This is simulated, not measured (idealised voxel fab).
Documented hereafter: the process module known as voxel wiring stack.
Square cells of 5 nm make up the cross-section cut, whose width is 295 nm.
Throughout this document, each cross-section is represented as a grid of square cells and is presented as a sequence of bands enumerated from the top downward, where a band comprises one or more rows of cells. In this notation a band is specified by the heights of its top and bottom, in that order and in nm, after which its materials appear from left to right, each paired with its width in nm. The word "edge to edge" attached to a single material means that material fills the band from edge to edge; the word "air" stands for empty space. Basically, 0 is our baseline, since under it the wafer straight out of the box is all one material. The bottom band has no lower end and keeps on going down, so it looks like "0 -> down". The two numbers in a width such as "30->40" mark its ends across the band: the first belongs to the top row of cells, the second to the bottom row, and from each row to the next the width moves by the same amount. "nothing was modified" -> step changed no cross-section cell. If an empty space has no open way to the top and is at least 8 cells in size, "Entrapped voids" lists it, written width x height at distance, where distance is measured from the left edge and every value is in nm. Anything after a step's settings on that line? It's the simulator's own note about the step. overlay nm: right-of-plan distance of the mask on a masked step; negative values mean left-of-plan.

**plan**
1,RECEIVE (material Si)
2,CONFORMAL_DEP (material SiO2; thk nm 15)
3,CONFORMAL_DEP (material SiN; thk nm 5)
4,DIRECTIONAL_DEP (material lowk; thk nm 15)
5,PATTERN (tone open; mask id METAL_1; material resist; width nm 25; pitch nm 55; thk nm 15; overlay nm 0)
6,DIRECTIONAL_ETCH (etch materials lowk; depth nm 15)
7,DIRECTIONAL_ETCH (etch materials SiN; depth nm 5)
8,STRIP (etch materials resist)
9,CONFORMAL_DEP (material TiN; thk nm 5)
10,FILL_DEP (material Cu; thk nm 10)
11,CMP (height nm 35)
12,CONFORMAL_DEP (material SiCN; thk nm 5)
13,DIRECTIONAL_DEP (material lowk; thk nm 10)
14,PATTERN (tone open; mask id PLUG_1; material resist; width nm 15; pitch nm 55; thk nm 20; overlay nm 0)
15,DIRECTIONAL_ETCH (etch materials lowk; depth nm 10)
16,DIRECTIONAL_ETCH (etch materials SiCN; depth nm 5)
17,STRIP (etch materials resist)
18,EPI (material Ru; thk nm 10)
19,EPI (material Ru; thk nm 5)
20,CONFORMAL_DEP (material SiCN; thk nm 5)
21,DIRECTIONAL_DEP (material SiO2; thk nm 25)
22,PATTERN (tone open; mask id METAL_2; material resist; width nm 25; pitch nm 55; thk nm 15; overlay nm 0)
23,DIRECTIONAL_ETCH (etch materials SiO2; depth nm 25)
24,DIRECTIONAL_ETCH (etch materials SiCN; depth nm 5)
25,STRIP (etch materials resist)
26,CONFORMAL_DEP (material TiN; thk nm 5)
27,FILL_DEP (material Ru; thk nm 5)
28,CMP (height nm 80)
29,CONFORMAL_DEP (material SiCN; thk nm 5)
30,DIRECTIONAL_DEP (material SiO2; thk nm 20)
31,MASKED_ETCH (tone open; mask id PLUG_2; width nm 15; pitch nm 110; etch materials SiO2; depth nm 20; overlay nm 0)
32,MASKED_ETCH (tone open; mask id PLUG_2; width nm 15; pitch nm 110; etch materials SiCN; depth nm 5; overlay nm 0)
33,EPI (material Ru; thk nm 10)
34,EPI (material Ru; thk nm 10)
35,EPI (material Ru; thk nm 5)
36,CONFORMAL_DEP (material SiCN; thk nm 5)
37,DIRECTIONAL_DEP (material lowk; thk nm 20)
38,MASKED_ETCH (tone open; mask id METAL_3; width nm 25; pitch nm 55; etch materials lowk; depth nm 20; overlay nm 0)
39,MASKED_ETCH (tone open; mask id METAL_3; width nm 25; pitch nm 55; etch materials SiCN; depth nm 5; overlay nm 0)
40,CONFORMAL_DEP (material TiN; thk nm 5)
41,FILL_DEP (material W; thk nm 10)
42,CMP (height nm 130)
43,CONFORMAL_DEP (material SiCN; thk nm 5)
44,DIRECTIONAL_DEP (material SiO2; thk nm 35)
45,MASKED_ETCH (tone open; mask id METAL_4_HOLES; width nm 15; pitch nm 55; etch materials SiO2; depth nm 35; overlay nm 0)
46,PATTERN (tone open; mask id METAL_4; material resist; width nm 25; pitch nm 55; thk nm 20; overlay nm 0)
47,DIRECTIONAL_ETCH (etch materials SiO2; depth nm 20)
48,DIRECTIONAL_ETCH (etch materials SiCN; depth nm 5)
49,STRIP (etch materials resist)
50,CONFORMAL_DEP (material TiN; thk nm 5)
51,FILL_DEP (material Ru; thk nm 10)
52,CMP (height nm 170)
53,CONFORMAL_DEP (material SiCN; thk nm 5)

**The first wafer of two, processed as planned**

**Cross-section, incoming material, after step 1**
	0 -> down = Si edge to edge
	Entrapped voids: none

**Step 2 complete: cross-section through the wafer**
	15 -> 0 = SiO2 edge to edge
	Note: structure below 0 unchanged.

**Step 3 complete: cross-section through the wafer**
	20 -> 15 = SiN edge to edge
	Note: structure below 15 unchanged.

**Step 4 complete: cross-section through the wafer**
	35 -> 20 = lowk edge to edge
	Note: structure below 20 unchanged.

**Step 5 complete: cross-section through the wafer**
	50 -> 35 = resist=80, air=25, resist=30, air=25, resist=30, air=25, resist=80
	Note: structure below 35 unchanged.

**Step 6 complete: cross-section through the wafer**
	50 -> 35 = resist=80, air=25, resist=30, air=25, resist=30, air=25, resist=80
	35 -> 20 = lowk=80, air=25, lowk=30, air=25, lowk=30, air=25, lowk=80
	Note: structure below 20 unchanged.

**Step 7 complete: cross-section through the wafer**
	50 -> 35 = resist=80, air=25, resist=30, air=25, resist=30, air=25, resist=80
	35 -> 20 = lowk=80, air=25, lowk=30, air=25, lowk=30, air=25, lowk=80
	20 -> 15 = SiN=80, air=25, SiN=30, air=25, SiN=30, air=25, SiN=80
	Note: structure below 15 unchanged.

**Step 8 complete: cross-section through the wafer**
	35 -> 20 = lowk=80, air=25, lowk=30, air=25, lowk=30, air=25, lowk=80
	Note: structure below 20 unchanged.

**Step 9 complete: cross-section through the wafer**
	40 -> 35 = TiN=85, air=15, TiN=40, air=15, TiN=40, air=15, TiN=85
	35 -> 20 = lowk=80, TiN=5, air=15, TiN=5, lowk=30, TiN=5, air=15, TiN=5, lowk=30, TiN=5, air=15, TiN=5, lowk=80
	20 -> 15 = SiN=80, TiN=25, SiN=30, TiN=25, SiN=30, TiN=25, SiN=80
	Note: structure below 15 unchanged.

**Step 10 complete: cross-section through the wafer**
	50 -> 40 = Cu edge to edge
	40 -> 35 = TiN=85, Cu=15, TiN=40, Cu=15, TiN=40, Cu=15, TiN=85
	35 -> 20 = lowk=80, TiN=5, Cu=15, TiN=5, lowk=30, TiN=5, Cu=15, TiN=5, lowk=30, TiN=5, Cu=15, TiN=5, lowk=80
	Note: structure below 20 unchanged.

**Step 11 complete: cross-section through the wafer**
	35 -> 20 = lowk=80, TiN=5, Cu=15, TiN=5, lowk=30, TiN=5, Cu=15, TiN=5, lowk=30, TiN=5, Cu=15, TiN=5, lowk=80
	Note: structure below 20 unchanged.

**Step 12 complete: cross-section through the wafer**
	40 -> 35 = SiCN edge to edge
	Note: structure below 35 unchanged.

**Step 13 complete: cross-section through the wafer**
	50 -> 40 = lowk edge to edge
	Note: structure below 40 unchanged.

**Step 14 complete: cross-section through the wafer**
	70 -> 50 = resist=80, air=15, resist=40, air=15, resist=40, air=15, resist=90
	Note: structure below 50 unchanged.

**Step 15 complete: cross-section through the wafer**
	70 -> 50 = resist=80, air=15, resist=40, air=15, resist=40, air=15, resist=90
	50 -> 40 = lowk=80, air=15, lowk=40, air=15, lowk=40, air=15, lowk=90
	Note: structure below 40 unchanged.

**Step 16 complete: cross-section through the wafer**
	70 -> 50 = resist=80, air=15, resist=40, air=15, resist=40, air=15, resist=90
	50 -> 40 = lowk=80, air=15, lowk=40, air=15, lowk=40, air=15, lowk=90
	40 -> 35 = SiCN=80, air=15, SiCN=40, air=15, SiCN=40, air=15, SiCN=90
	Note: structure below 35 unchanged.

**Step 17 complete: cross-section through the wafer**
	50 -> 40 = lowk=80, air=15, lowk=40, air=15, lowk=40, air=15, lowk=90
	Note: structure below 40 unchanged.

**Step 18 complete: cross-section through the wafer**
	50 -> 45 = lowk=80, air=15, lowk=40, air=15, lowk=40, air=15, lowk=90
	45 -> 40 = lowk=80, Ru=15, lowk=40, Ru=15, lowk=40, Ru=15, lowk=90
	40 -> 35 = SiCN=80, Ru=15, SiCN=40, Ru=15, SiCN=40, Ru=15, SiCN=90
	Note: structure below 35 unchanged.

**Step 19 complete: cross-section through the wafer**
	50 -> 40 = lowk=80, Ru=15, lowk=40, Ru=15, lowk=40, Ru=15, lowk=90
	Note: structure below 40 unchanged.

**Step 20 complete: cross-section through the wafer**
	55 -> 50 = SiCN edge to edge
	Note: structure below 50 unchanged.

**Step 21 complete: cross-section through the wafer**
	80 -> 55 = SiO2 edge to edge
	Note: structure below 55 unchanged.

**Step 22 complete: cross-section through the wafer**
	95 -> 80 = resist=80, air=25, resist=30, air=25, resist=30, air=25, resist=80
	Note: structure below 80 unchanged.

**Step 23 complete: cross-section through the wafer**
	95 -> 80 = resist=80, air=25, resist=30, air=25, resist=30, air=25, resist=80
	80 -> 55 = SiO2=80, air=25, SiO2=30, air=25, SiO2=30, air=25, SiO2=80
	Note: structure below 55 unchanged.

**Step 24 complete: cross-section through the wafer**
	95 -> 80 = resist=80, air=25, resist=30, air=25, resist=30, air=25, resist=80
	80 -> 55 = SiO2=80, air=25, SiO2=30, air=25, SiO2=30, air=25, SiO2=80
	55 -> 50 = SiCN=80, air=25, SiCN=30, air=25, SiCN=30, air=25, SiCN=80
	Note: structure below 50 unchanged.

**Step 25 complete: cross-section through the wafer**
	80 -> 55 = SiO2=80, air=25, SiO2=30, air=25, SiO2=30, air=25, SiO2=80
	Note: structure below 55 unchanged.

**Step 26 complete: cross-section through the wafer**
	85 -> 80 = TiN=85, air=15, TiN=40, air=15, TiN=40, air=15, TiN=85
	80 -> 55 = SiO2=80, TiN=5, air=15, TiN=5, SiO2=30, TiN=5, air=15, TiN=5, SiO2=30, TiN=5, air=15, TiN=5, SiO2=80
	55 -> 50 = SiCN=80, TiN=25, SiCN=30, TiN=25, SiCN=30, TiN=25, SiCN=80
	Note: structure below 50 unchanged.

**Step 27 complete: cross-section through the wafer**
	90 -> 85 = Ru edge to edge
	85 -> 80 = TiN=85, Ru=15, TiN=40, Ru=15, TiN=40, Ru=15, TiN=85
	80 -> 55 = SiO2=80, TiN=5, Ru=15, TiN=5, SiO2=30, TiN=5, Ru=15, TiN=5, SiO2=30, TiN=5, Ru=15, TiN=5, SiO2=80
	Note: structure below 55 unchanged.

**Step 28 complete: cross-section through the wafer**
	80 -> 55 = SiO2=80, TiN=5, Ru=15, TiN=5, SiO2=30, TiN=5, Ru=15, TiN=5, SiO2=30, TiN=5, Ru=15, TiN=5, SiO2=80
	Note: structure below 55 unchanged.

**Step 29 complete: cross-section through the wafer**
	85 -> 80 = SiCN edge to edge
	Note: structure below 80 unchanged.

**Step 30 complete: cross-section through the wafer**
	105 -> 85 = SiO2 edge to edge
	Note: structure below 85 unchanged.

**Step 31 complete: cross-section through the wafer**
	105 -> 85 = SiO2=80, air=15, SiO2=95, air=15, SiO2=90
	Note: structure below 85 unchanged.

**Step 32 complete: cross-section through the wafer**
	105 -> 85 = SiO2=80, air=15, SiO2=95, air=15, SiO2=90
	85 -> 80 = SiCN=80, air=15, SiCN=95, air=15, SiCN=90
	Note: structure below 80 unchanged.

**Step 33 complete: cross-section through the wafer**
	105 -> 90 = SiO2=80, air=15, SiO2=95, air=15, SiO2=90
	90 -> 85 = SiO2=80, Ru=15, SiO2=95, Ru=15, SiO2=90
	85 -> 80 = SiCN=80, Ru=15, SiCN=95, Ru=15, SiCN=90
	Note: structure below 80 unchanged.

**Step 34 complete: cross-section through the wafer**
	105 -> 100 = SiO2=80, air=15, SiO2=95, air=15, SiO2=90
	100 -> 85 = SiO2=80, Ru=15, SiO2=95, Ru=15, SiO2=90
	Note: structure below 85 unchanged.

**Step 35 complete: cross-section through the wafer**
	105 -> 85 = SiO2=80, Ru=15, SiO2=95, Ru=15, SiO2=90
	Note: structure below 85 unchanged.

**Step 36 complete: cross-section through the wafer**
	110 -> 105 = SiCN edge to edge
	Note: structure below 105 unchanged.

**Step 37 complete: cross-section through the wafer**
	130 -> 110 = lowk edge to edge
	Note: structure below 110 unchanged.

**Step 38 complete: cross-section through the wafer**
	130 -> 110 = lowk=80, air=25, lowk=30, air=25, lowk=30, air=25, lowk=80
	Note: structure below 110 unchanged.

**Step 39 complete: cross-section through the wafer**
	130 -> 110 = lowk=80, air=25, lowk=30, air=25, lowk=30, air=25, lowk=80
	110 -> 105 = SiCN=80, air=25, SiCN=30, air=25, SiCN=30, air=25, SiCN=80
	Note: structure below 105 unchanged.

**Step 40 complete: cross-section through the wafer**
	135 -> 130 = TiN=85, air=15, TiN=40, air=15, TiN=40, air=15, TiN=85
	130 -> 110 = lowk=80, TiN=5, air=15, TiN=5, lowk=30, TiN=5, air=15, TiN=5, lowk=30, TiN=5, air=15, TiN=5, lowk=80
	110 -> 105 = SiCN=80, TiN=25, SiCN=30, TiN=25, SiCN=30, TiN=25, SiCN=80
	Note: structure below 105 unchanged.

**Step 41 complete: cross-section through the wafer**
	145 -> 135 = W edge to edge
	135 -> 130 = TiN=85, W=15, TiN=40, W=15, TiN=40, W=15, TiN=85
	130 -> 110 = lowk=80, TiN=5, W=15, TiN=5, lowk=30, TiN=5, W=15, TiN=5, lowk=30, TiN=5, W=15, TiN=5, lowk=80
	Note: structure below 110 unchanged.

**Step 42 complete: cross-section through the wafer**
	130 -> 110 = lowk=80, TiN=5, W=15, TiN=5, lowk=30, TiN=5, W=15, TiN=5, lowk=30, TiN=5, W=15, TiN=5, lowk=80
	Note: structure below 110 unchanged.

**Step 43 complete: cross-section through the wafer**
	135 -> 130 = SiCN edge to edge
	Note: structure below 130 unchanged.

**Step 44 complete: cross-section through the wafer**
	170 -> 135 = SiO2 edge to edge
	Note: structure below 135 unchanged.

**Step 45 complete: cross-section through the wafer**
	170 -> 135 = SiO2=80, air=15, SiO2=40, air=15, SiO2=40, air=15, SiO2=90
	Note: structure below 135 unchanged.

**Step 46 complete: cross-section through the wafer**
	190 -> 170 = resist=80, air=25, resist=30, air=25, resist=30, air=25, resist=80
	Note: structure below 170 unchanged.

**Step 47 complete: cross-section through the wafer**
	190 -> 170 = resist=80, air=25, resist=30, air=25, resist=30, air=25, resist=80
	170 -> 150 = SiO2=80, air=25, SiO2=30, air=25, SiO2=30, air=25, SiO2=80
	Note: structure below 150 unchanged.

**Step 48 complete: cross-section through the wafer**
	190 -> 170 = resist=80, air=25, resist=30, air=25, resist=30, air=25, resist=80
	170 -> 150 = SiO2=80, air=25, SiO2=30, air=25, SiO2=30, air=25, SiO2=80
	150 -> 135 = SiO2=80, air=15, SiO2=40, air=15, SiO2=40, air=15, SiO2=90
	135 -> 130 = SiCN=80, air=15, SiCN=40, air=15, SiCN=40, air=15, SiCN=90
	Note: structure below 130 unchanged.

**Step 49 complete: cross-section through the wafer**
	170 -> 150 = SiO2=80, air=25, SiO2=30, air=25, SiO2=30, air=25, SiO2=80
	Note: structure below 150 unchanged.

**Step 50 complete: cross-section through the wafer**
	175 -> 170 = TiN=85, air=15, TiN=40, air=15, TiN=40, air=15, TiN=85
	170 -> 155 = SiO2=80, TiN=5, air=15, TiN=5, SiO2=30, TiN=5, air=15, TiN=5, SiO2=30, TiN=5, air=15, TiN=5, SiO2=80
	155 -> 150 = SiO2=80, TiN=5, air=5, TiN=15, SiO2=30, TiN=5, air=5, TiN=15, SiO2=30, TiN=5, air=5, TiN=15, SiO2=80
	150 -> 135 = SiO2=80, TiN=5, air=5, TiN=5, SiO2=40, TiN=5, air=5, TiN=5, SiO2=40, TiN=5, air=5, TiN=5, SiO2=90
	135 -> 130 = SiCN=80, TiN=15, SiCN=40, TiN=15, SiCN=40, TiN=15, SiCN=90
	Note: structure below 130 unchanged.

**Step 51 complete: cross-section through the wafer**
	185 -> 175 = Ru edge to edge
	175 -> 170 = TiN=85, Ru=15, TiN=40, Ru=15, TiN=40, Ru=15, TiN=85
	170 -> 155 = SiO2=80, TiN=5, Ru=15, TiN=5, SiO2=30, TiN=5, Ru=15, TiN=5, SiO2=30, TiN=5, Ru=15, TiN=5, SiO2=80
	155 -> 150 = SiO2=80, TiN=5, Ru=5, TiN=15, SiO2=30, TiN=5, Ru=5, TiN=15, SiO2=30, TiN=5, Ru=5, TiN=15, SiO2=80
	150 -> 135 = SiO2=80, TiN=5, Ru=5, TiN=5, SiO2=40, TiN=5, Ru=5, TiN=5, SiO2=40, TiN=5, Ru=5, TiN=5, SiO2=90
	Note: structure below 135 unchanged.

**Step 52 complete: cross-section through the wafer**
	170 -> 155 = SiO2=80, TiN=5, Ru=15, TiN=5, SiO2=30, TiN=5, Ru=15, TiN=5, SiO2=30, TiN=5, Ru=15, TiN=5, SiO2=80
	Note: structure below 155 unchanged.

**Step 53 complete: cross-section through the wafer**
	175 -> 170 = SiCN edge to edge
	Note: structure below 170 unchanged.

**It is to be noted that the second wafer proceeded from the same initial state and according to the same plan as the first, although one mistake was committed in its execution; through step 2, inclusive, the two wafers share an identical history**

The second wafer cut through, at the time step 3 was supposed to be finished: nothing was modified

**The second wafer cut through, at the time step 4 was supposed to be finished**
	30 -> 15 = lowk edge to edge
	Note: structure below 15 unchanged.

**The second wafer cut through, at the time step 5 was supposed to be finished**
	45 -> 30 = resist=80, air=25, resist=30, air=25, resist=30, air=25, resist=80
	Note: structure below 30 unchanged.

**The second wafer cut through, at the time step 6 was supposed to be finished**
	45 -> 30 = resist=80, air=25, resist=30, air=25, resist=30, air=25, resist=80
	30 -> 15 = lowk=80, air=25, lowk=30, air=25, lowk=30, air=25, lowk=80
	Note: structure below 15 unchanged.

The second wafer cut through, at the time step 7 was supposed to be finished: nothing was modified

**The second wafer cut through, at the time step 8 was supposed to be finished**
	30 -> 15 = lowk=80, air=25, lowk=30, air=25, lowk=30, air=25, lowk=80
	Note: structure below 15 unchanged.

**The second wafer cut through, at the time step 9 was supposed to be finished**
	35 -> 30 = TiN=85, air=15, TiN=40, air=15, TiN=40, air=15, TiN=85
	30 -> 20 = lowk=80, TiN=5, air=15, TiN=5, lowk=30, TiN=5, air=15, TiN=5, lowk=30, TiN=5, air=15, TiN=5, lowk=80
	20 -> 15 = lowk=80, TiN=25, lowk=30, TiN=25, lowk=30, TiN=25, lowk=80
	Note: structure below 15 unchanged.

**The second wafer cut through, at the time step 10 was supposed to be finished**
	45 -> 35 = Cu edge to edge
	35 -> 30 = TiN=85, Cu=15, TiN=40, Cu=15, TiN=40, Cu=15, TiN=85
	30 -> 20 = lowk=80, TiN=5, Cu=15, TiN=5, lowk=30, TiN=5, Cu=15, TiN=5, lowk=30, TiN=5, Cu=15, TiN=5, lowk=80
	Note: structure below 20 unchanged.

**The second wafer cut through, at the time step 11 was supposed to be finished**
	35 -> 30 = TiN=85, Cu=15, TiN=40, Cu=15, TiN=40, Cu=15, TiN=85
	Note: structure below 30 unchanged.

**The second wafer cut through, at the time step 12 was supposed to be finished**
	40 -> 35 = SiCN edge to edge
	Note: structure below 35 unchanged.

**The second wafer cut through, at the time step 13 was supposed to be finished**
	50 -> 40 = lowk edge to edge
	Note: structure below 40 unchanged.

**The second wafer cut through, at the time step 14 was supposed to be finished**
	70 -> 50 = resist=80, air=15, resist=40, air=15, resist=40, air=15, resist=90
	Note: structure below 50 unchanged.

**The second wafer cut through, at the time step 15 was supposed to be finished**
	70 -> 50 = resist=80, air=15, resist=40, air=15, resist=40, air=15, resist=90
	50 -> 40 = lowk=80, air=15, lowk=40, air=15, lowk=40, air=15, lowk=90
	Note: structure below 40 unchanged.

**The second wafer cut through, at the time step 16 was supposed to be finished**
	70 -> 50 = resist=80, air=15, resist=40, air=15, resist=40, air=15, resist=90
	50 -> 40 = lowk=80, air=15, lowk=40, air=15, lowk=40, air=15, lowk=90
	40 -> 35 = SiCN=80, air=15, SiCN=40, air=15, SiCN=40, air=15, SiCN=90
	Note: structure below 35 unchanged.

**The second wafer cut through, at the time step 17 was supposed to be finished**
	50 -> 40 = lowk=80, air=15, lowk=40, air=15, lowk=40, air=15, lowk=90
	Note: structure below 40 unchanged.

**The second wafer cut through, at the time step 18 was supposed to be finished**
	50 -> 45 = lowk=80, air=15, lowk=40, air=15, lowk=40, air=15, lowk=90
	45 -> 40 = lowk=80, Ru=15, lowk=40, Ru=15, lowk=40, Ru=15, lowk=90
	40 -> 35 = SiCN=80, Ru=15, SiCN=40, Ru=15, SiCN=40, Ru=15, SiCN=90
	Note: structure below 35 unchanged.

**The second wafer cut through, at the time step 19 was supposed to be finished**
	50 -> 40 = lowk=80, Ru=15, lowk=40, Ru=15, lowk=40, Ru=15, lowk=90
	Note: structure below 40 unchanged.

**The second wafer cut through, at the time step 20 was supposed to be finished**
	55 -> 50 = SiCN edge to edge
	Note: structure below 50 unchanged.

**The second wafer cut through, at the time step 21 was supposed to be finished**
	80 -> 55 = SiO2 edge to edge
	Note: structure below 55 unchanged.

**The second wafer cut through, at the time step 22 was supposed to be finished**
	95 -> 80 = resist=80, air=25, resist=30, air=25, resist=30, air=25, resist=80
	Note: structure below 80 unchanged.

**The second wafer cut through, at the time step 23 was supposed to be finished**
	95 -> 80 = resist=80, air=25, resist=30, air=25, resist=30, air=25, resist=80
	80 -> 55 = SiO2=80, air=25, SiO2=30, air=25, SiO2=30, air=25, SiO2=80
	Note: structure below 55 unchanged.

**The second wafer cut through, at the time step 24 was supposed to be finished**
	95 -> 80 = resist=80, air=25, resist=30, air=25, resist=30, air=25, resist=80
	80 -> 55 = SiO2=80, air=25, SiO2=30, air=25, SiO2=30, air=25, SiO2=80
	55 -> 50 = SiCN=80, air=25, SiCN=30, air=25, SiCN=30, air=25, SiCN=80
	Note: structure below 50 unchanged.

**The second wafer cut through, at the time step 25 was supposed to be finished**
	80 -> 55 = SiO2=80, air=25, SiO2=30, air=25, SiO2=30, air=25, SiO2=80
	Note: structure below 55 unchanged.

**The second wafer cut through, at the time step 26 was supposed to be finished**
	85 -> 80 = TiN=85, air=15, TiN=40, air=15, TiN=40, air=15, TiN=85
	80 -> 55 = SiO2=80, TiN=5, air=15, TiN=5, SiO2=30, TiN=5, air=15, TiN=5, SiO2=30, TiN=5, air=15, TiN=5, SiO2=80
	55 -> 50 = SiCN=80, TiN=25, SiCN=30, TiN=25, SiCN=30, TiN=25, SiCN=80
	Note: structure below 50 unchanged.

**The second wafer cut through, at the time step 27 was supposed to be finished**
	90 -> 85 = Ru edge to edge
	85 -> 80 = TiN=85, Ru=15, TiN=40, Ru=15, TiN=40, Ru=15, TiN=85
	80 -> 55 = SiO2=80, TiN=5, Ru=15, TiN=5, SiO2=30, TiN=5, Ru=15, TiN=5, SiO2=30, TiN=5, Ru=15, TiN=5, SiO2=80
	Note: structure below 55 unchanged.

**The second wafer cut through, at the time step 28 was supposed to be finished**
	80 -> 55 = SiO2=80, TiN=5, Ru=15, TiN=5, SiO2=30, TiN=5, Ru=15, TiN=5, SiO2=30, TiN=5, Ru=15, TiN=5, SiO2=80
	Note: structure below 55 unchanged.

**The second wafer cut through, at the time step 29 was supposed to be finished**
	85 -> 80 = SiCN edge to edge
	Note: structure below 80 unchanged.

**The second wafer cut through, at the time step 30 was supposed to be finished**
	105 -> 85 = SiO2 edge to edge
	Note: structure below 85 unchanged.

**The second wafer cut through, at the time step 31 was supposed to be finished**
	105 -> 85 = SiO2=80, air=15, SiO2=95, air=15, SiO2=90
	Note: structure below 85 unchanged.

**The second wafer cut through, at the time step 32 was supposed to be finished**
	105 -> 85 = SiO2=80, air=15, SiO2=95, air=15, SiO2=90
	85 -> 80 = SiCN=80, air=15, SiCN=95, air=15, SiCN=90
	Note: structure below 80 unchanged.

**The second wafer cut through, at the time step 33 was supposed to be finished**
	105 -> 90 = SiO2=80, air=15, SiO2=95, air=15, SiO2=90
	90 -> 85 = SiO2=80, Ru=15, SiO2=95, Ru=15, SiO2=90
	85 -> 80 = SiCN=80, Ru=15, SiCN=95, Ru=15, SiCN=90
	Note: structure below 80 unchanged.

**The second wafer cut through, at the time step 34 was supposed to be finished**
	105 -> 100 = SiO2=80, air=15, SiO2=95, air=15, SiO2=90
	100 -> 85 = SiO2=80, Ru=15, SiO2=95, Ru=15, SiO2=90
	Note: structure below 85 unchanged.

**The second wafer cut through, at the time step 35 was supposed to be finished**
	105 -> 85 = SiO2=80, Ru=15, SiO2=95, Ru=15, SiO2=90
	Note: structure below 85 unchanged.

**The second wafer cut through, at the time step 36 was supposed to be finished**
	110 -> 105 = SiCN edge to edge
	Note: structure below 105 unchanged.

**The second wafer cut through, at the time step 37 was supposed to be finished**
	130 -> 110 = lowk edge to edge
	Note: structure below 110 unchanged.

**The second wafer cut through, at the time step 38 was supposed to be finished**
	130 -> 110 = lowk=80, air=25, lowk=30, air=25, lowk=30, air=25, lowk=80
	Note: structure below 110 unchanged.

**The second wafer cut through, at the time step 39 was supposed to be finished**
	130 -> 110 = lowk=80, air=25, lowk=30, air=25, lowk=30, air=25, lowk=80
	110 -> 105 = SiCN=80, air=25, SiCN=30, air=25, SiCN=30, air=25, SiCN=80
	Note: structure below 105 unchanged.

**The second wafer cut through, at the time step 40 was supposed to be finished**
	135 -> 130 = TiN=85, air=15, TiN=40, air=15, TiN=40, air=15, TiN=85
	130 -> 110 = lowk=80, TiN=5, air=15, TiN=5, lowk=30, TiN=5, air=15, TiN=5, lowk=30, TiN=5, air=15, TiN=5, lowk=80
	110 -> 105 = SiCN=80, TiN=25, SiCN=30, TiN=25, SiCN=30, TiN=25, SiCN=80
	Note: structure below 105 unchanged.

**The second wafer cut through, at the time step 41 was supposed to be finished**
	145 -> 135 = W edge to edge
	135 -> 130 = TiN=85, W=15, TiN=40, W=15, TiN=40, W=15, TiN=85
	130 -> 110 = lowk=80, TiN=5, W=15, TiN=5, lowk=30, TiN=5, W=15, TiN=5, lowk=30, TiN=5, W=15, TiN=5, lowk=80
	Note: structure below 110 unchanged.

**The second wafer cut through, at the time step 42 was supposed to be finished**
	130 -> 110 = lowk=80, TiN=5, W=15, TiN=5, lowk=30, TiN=5, W=15, TiN=5, lowk=30, TiN=5, W=15, TiN=5, lowk=80
	Note: structure below 110 unchanged.

**The second wafer cut through, at the time step 43 was supposed to be finished**
	135 -> 130 = SiCN edge to edge
	Note: structure below 130 unchanged.

**The second wafer cut through, at the time step 44 was supposed to be finished**
	170 -> 135 = SiO2 edge to edge
	Note: structure below 135 unchanged.

**The second wafer cut through, at the time step 45 was supposed to be finished**
	170 -> 135 = SiO2=80, air=15, SiO2=40, air=15, SiO2=40, air=15, SiO2=90
	Note: structure below 135 unchanged.

**The second wafer cut through, at the time step 46 was supposed to be finished**
	190 -> 170 = resist=80, air=25, resist=30, air=25, resist=30, air=25, resist=80
	Note: structure below 170 unchanged.

**The second wafer cut through, at the time step 47 was supposed to be finished**
	190 -> 170 = resist=80, air=25, resist=30, air=25, resist=30, air=25, resist=80
	170 -> 150 = SiO2=80, air=25, SiO2=30, air=25, SiO2=30, air=25, SiO2=80
	Note: structure below 150 unchanged.

**The second wafer cut through, at the time step 48 was supposed to be finished**
	190 -> 170 = resist=80, air=25, resist=30, air=25, resist=30, air=25, resist=80
	170 -> 150 = SiO2=80, air=25, SiO2=30, air=25, SiO2=30, air=25, SiO2=80
	150 -> 135 = SiO2=80, air=15, SiO2=40, air=15, SiO2=40, air=15, SiO2=90
	135 -> 130 = SiCN=80, air=15, SiCN=40, air=15, SiCN=40, air=15, SiCN=90
	Note: structure below 130 unchanged.

**The second wafer cut through, at the time step 49 was supposed to be finished**
	170 -> 150 = SiO2=80, air=25, SiO2=30, air=25, SiO2=30, air=25, SiO2=80
	Note: structure below 150 unchanged.

**The second wafer cut through, at the time step 50 was supposed to be finished**
	175 -> 170 = TiN=85, air=15, TiN=40, air=15, TiN=40, air=15, TiN=85
	170 -> 155 = SiO2=80, TiN=5, air=15, TiN=5, SiO2=30, TiN=5, air=15, TiN=5, SiO2=30, TiN=5, air=15, TiN=5, SiO2=80
	155 -> 150 = SiO2=80, TiN=5, air=5, TiN=15, SiO2=30, TiN=5, air=5, TiN=15, SiO2=30, TiN=5, air=5, TiN=15, SiO2=80
	150 -> 135 = SiO2=80, TiN=5, air=5, TiN=5, SiO2=40, TiN=5, air=5, TiN=5, SiO2=40, TiN=5, air=5, TiN=5, SiO2=90
	135 -> 130 = SiCN=80, TiN=15, SiCN=40, TiN=15, SiCN=40, TiN=15, SiCN=90
	Note: structure below 130 unchanged.

**The second wafer cut through, at the time step 51 was supposed to be finished**
	185 -> 175 = Ru edge to edge
	175 -> 170 = TiN=85, Ru=15, TiN=40, Ru=15, TiN=40, Ru=15, TiN=85
	170 -> 155 = SiO2=80, TiN=5, Ru=15, TiN=5, SiO2=30, TiN=5, Ru=15, TiN=5, SiO2=30, TiN=5, Ru=15, TiN=5, SiO2=80
	155 -> 150 = SiO2=80, TiN=5, Ru=5, TiN=15, SiO2=30, TiN=5, Ru=5, TiN=15, SiO2=30, TiN=5, Ru=5, TiN=15, SiO2=80
	150 -> 135 = SiO2=80, TiN=5, Ru=5, TiN=5, SiO2=40, TiN=5, Ru=5, TiN=5, SiO2=40, TiN=5, Ru=5, TiN=5, SiO2=90
	Note: structure below 135 unchanged.

**The second wafer cut through, at the time step 52 was supposed to be finished**
	170 -> 155 = SiO2=80, TiN=5, Ru=15, TiN=5, SiO2=30, TiN=5, Ru=15, TiN=5, SiO2=30, TiN=5, Ru=15, TiN=5, SiO2=80
	Note: structure below 155 unchanged.

**The second wafer cut through, at the time step 53 was supposed to be finished**
	175 -> 170 = SiCN edge to edge
	Note: structure below 170 unchanged.
Diagnosis: heads up, step 3 of the plan was skipped and never actually ran
The final cell counts differ between the wafers, with the second having more or fewer of some materials than the first: SiN -44 | TiN +44
